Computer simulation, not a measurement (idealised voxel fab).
process module | voxel capacitor over wiring
cross-section cut | 245 nm wide | cells 5 nm
A cross-section is a grid of square cells, given in bands from the top down. A band is one or more rows of cells.
Each band's line starts with the height of the band's top and of its bottom, in nm. Then come its materials from left to right, each with its width in nm. One material with "throughout" fills the band from edge to edge. "air" is empty space.
Height 0 is the level under which the wafer as received is all one material. The lowest band goes on downwards, as in "0 down".
A width such as "30 to 40" changes by the same amount from each row of cells to the next, from the band's top row to its bottom row.
"no change" after a step means that no cell of the cross-section changed.
closed voids: empty space of 8 cells or more with no open way to the top, each as width x height at its distance from the left edge, in nm
after a step's settings: what the simulator itself notes on the step
overlay nm, on a step with a mask: how far to the right of its planned place the mask lay; to the left if negative
plan
1 op RECEIVE | material Si
2 op CONFORMAL_DEP | material SiO2 | thk nm 15
3 op DIRECTIONAL_DEP | material TiN | thk nm 5
4 op DIRECTIONAL_DEP | material Ru | thk nm 20
5 op PATTERN | tone cover | mask id METAL_1 | material resist | width nm 25 | pitch nm 75 | thk nm 20 | overlay nm 0
6 op DIRECTIONAL_ETCH | etch materials Ru | depth nm 20
7 op DIRECTIONAL_ETCH | etch materials TiN | depth nm 5
8 op STRIP | etch materials resist
9 op CONFORMAL_DEP | material SiCN | thk nm 5
10 op FILL_DEP | material SiO2 | thk nm 10
11 op CMP | height nm 40
12 op CONFORMAL_DEP | material SiCN | thk nm 5
13 op DIRECTIONAL_DEP | material lowk | thk nm 20
14 op MASKED_ETCH | tone open | mask id PLUG_1 | width nm 15 | etch materials lowk | depth nm 20 | overlay nm 0
15 op MASKED_ETCH | tone open | mask id PLUG_1 | width nm 15 | etch materials SiCN | depth nm 5 | overlay nm 0
16 op EPI | material Ru | thk nm 10
17 op EPI | material Ru | thk nm 10
18 op EPI | material Ru | thk nm 5
19 op DIRECTIONAL_DEP | material TiN | thk nm 10
20 op DIRECTIONAL_DEP | material SiN | thk nm 5
21 op DIRECTIONAL_DEP | material TiN | thk nm 5
22 op MASKED_ETCH | tone cover | mask id UPPER_PLATE | width nm 55 | etch materials TiN | depth nm 5 | overlay nm 0
23 op MASKED_ETCH | tone cover | mask id UPPER_PLATE | width nm 55 | etch materials SiN | depth nm 5 | overlay nm 0
24 op MASKED_ETCH | tone cover | mask id LOWER_PLATE | width nm 65 | etch materials TiN | depth nm 10 | overlay nm 0
25 op FILL_DEP | material SiO2 | thk nm 15
26 op CMP | height nm 95
27 op DIRECTIONAL_DEP | material aC | thk nm 10
28 op PATTERN | tone open | mask id PLUG_2 | material resist | width nm 15 | thk nm 25 | overlay nm 0
29 op DIRECTIONAL_ETCH | etch materials aC | depth nm 10
30 op STRIP | etch materials resist
31 op DIRECTIONAL_ETCH | etch materials SiO2 | depth nm 10
32 op STRIP | etch materials aC
33 op CONFORMAL_DEP | material TiN | thk nm 5
34 op FILL_DEP | material Cu | thk nm 10
35 op CMP | height nm 95
36 op CONFORMAL_DEP | material SiN | thk nm 5
as received, after step 1
  0 down: Si throughout
  closed voids: none
first wafer at the end, as planned
  100 to 95: SiN throughout
  95 to 90: SiO2 90 | TiN 5 | Cu 5 | TiN 5 | SiO2 140
  90 to 80: SiO2 90 to 80 | TiN 15 to 55 | SiO2 140 to 110
  80 to 75: SiO2 80 | SiN 55 | SiO2 110
  75 to 65: SiO2 75 | TiN 65 | SiO2 105
  65 to 45: lowk 80 | Ru 15 | lowk 150
  45 to 40: SiCN 80 | Ru 15 | SiCN 150
  40 to 20: SiO2 65 | SiCN 5 | Ru 25 | SiCN 5 | SiO2 40 | SiCN 5 | Ru 25 | SiCN 5 | SiO2 70
  20 to 15: SiCN 70 | TiN 25 | SiCN 50 | TiN 25 | SiCN 75
  15 to 0: SiO2 throughout
  0 down: Si throughout
  closed voids: none
second wafer at the end: like start, like plan, one mistake
  100 to 95: SiN throughout
  95 to 90: SiO2 90 | TiN 5 | Cu 5 | TiN 5 | SiO2 140
  90 to 80: SiO2 90 to 80 | TiN 15 to 55 | SiO2 140 to 110
  80 to 75: SiO2 80 | SiN 55 | SiO2 110
  75 to 65: SiO2 75 | TiN 65 | SiO2 105
  65 to 45: lowk 80 | Ru 15 | lowk 150
  45 to 40: SiCN 80 | Ru 15 | SiCN 150
  40 to 25: SiO2 65 | SiCN 5 | Ru 25 | SiCN 5 | SiO2 40 | SiCN 5 | Ru 25 | SiCN 5 | SiO2 70
  25 to 20: SiCN 70 | Ru 25 | SiCN 50 | Ru 25 | SiCN 75
  20 to 15: SiN throughout
  15 to 0: SiO2 throughout
  0 down: Si throughout
  closed voids: none
what went wrong: step 3 ran as: op DIRECTIONAL_DEP | material SiN | thk nm 5
at the end the second wafer has, in cells: 4 fewer of SiCN | 49 more of SiN | 35 fewer of SiO2 | 10 fewer of TiN
